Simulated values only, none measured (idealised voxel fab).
process module | voxel tone inversion
cross-section cut | 230 nm wide | cells 5 nm
A cross-section is a grid of square cells, given in bands from the top down. A band is one or more rows of cells.
Each band's line starts with the height of the band's top and of its bottom, in nm. Then come its materials from left to right, each with its width in nm. One material with "throughout" fills the band from edge to edge. "air" is empty space.
Height 0 is the level under which the wafer as received is all one material. The lowest band goes on downwards, as in "0 down".
A width such as "30 to 40" changes by the same amount from each row of cells to the next, from the band's top row to its bottom row.
"no change" after a step means that no cell of the cross-section changed.
closed voids: empty space of 8 cells or more with no open way to the top, each as width x height at its distance from the left edge, in nm
after a step's settings: what the simulator itself notes on the step
overlay nm, on a step with a mask: how far to the right of its planned place the mask lay; to the left if negative
plan
1 op RECEIVE | material Si
2 op CONFORMAL_DEP | material SiN | thk nm 5
3 op DIRECTIONAL_DEP | material aC | thk nm 15
4 op PATTERN | tone cover | mask id POSTS | material resist | width nm 15 | pitch nm 40 | thk nm 20 | overlay nm 0
5 op DIRECTIONAL_ETCH | etch materials aC | depth nm 15
6 op STRIP | etch materials resist
7 op FILL_DEP | material lowk | thk nm 10
8 op CMP | height nm 20
9 op STRIP | etch materials aC
10 op CONFORMAL_DEP | material TiN | thk nm 5
11 op FILL_DEP | material Ru | thk nm 5
12 op CMP | height nm 20
13 op CONFORMAL_DEP | material SiN | thk nm 5
varied across the wafers: width nm of step 4. The plan shows the first wafer's value. All wafers start alike
first wafer as received, after step 1
  0 down: Si throughout
  closed voids: none
each wafer at the end: cells of each material gained (+) or lost (-) since it was received, then its closed voids
width nm 15 | +4 Ru | +92 SiN | +14 TiN | +120 lowk | closed voids: none
width nm 20 | +8 Ru | +92 SiN | +16 TiN | +114 lowk | closed voids: none
width nm 25 | +12 Ru | +92 SiN | +18 TiN | +108 lowk | closed voids: none
